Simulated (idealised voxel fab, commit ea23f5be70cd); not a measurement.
process module | voxel fin reveal
cross-section cut | 190 nm wide | cells 5 nm
A cross-section is a grid of square cells, given in bands from the top down. A band is one or more rows of cells.
Each band's line starts with the height of the band's top and of its bottom, in nm. Then come its materials from left to right, each with its width in nm. One material with "throughout" fills the band from edge to edge. "air" is empty space.
Height 0 is the level under which the wafer as received is all one material. The lowest band goes on downwards, as in "0 down".
A width such as "30 to 40" changes by the same amount from each row of cells to the next, from the band's top row to its bottom row.
"no change" after a step means that no cell of the cross-section changed.
closed voids: empty space of 8 cells or more with no open way to the top, each as width x height at its distance from the left edge, in nm
after a step's settings: what the simulator itself notes on the step
overlay nm, on a step with a mask: how far to the right of its planned place the mask lay; to the left if negative
plan
1 op RECEIVE | material Si
2 op CONFORMAL_DEP | material SiN | thk nm 5
3 op MASKED_ETCH | tone cover | mask id FINS | width nm 15 | pitch nm 45 | etch materials SiN | depth nm 5 | overlay nm 0
4 op MASKED_ETCH | tone cover | mask id FINS | width nm 15 | pitch nm 45 | etch materials Si | depth nm 40 | overlay nm -15
5 op FILL_DEP | material SiO2 | thk nm 15
6 op CMP | height nm 5
7 op SELECTIVE_ETCH | etch materials SiO2 | depth nm 35
8 op STRIP | etch materials SiN
varied across the wafers: overlay nm of step 4. The plan shows the first wafer's value. All wafers start alike
first wafer as received, after step 1
  0 down: Si throughout
  closed voids: none
each wafer at the end: cells of each material gained (+) or lost (-) since it was received, then its closed voids
overlay nm -15 | -208 Si | +52 SiO2 | closed voids: none
overlay nm -10 | -224 Si | +56 SiO2 | closed voids: none
overlay nm -5 | -240 Si | +60 SiO2 | closed voids: none
overlay nm 0 | -256 Si | +64 SiO2 | closed voids: none
overlay nm 5 | -240 Si | +60 SiO2 | closed voids: none
overlay nm 10 | -224 Si | +56 SiO2 | closed voids: none
overlay nm 15 | -208 Si | +52 SiO2 | closed voids: none
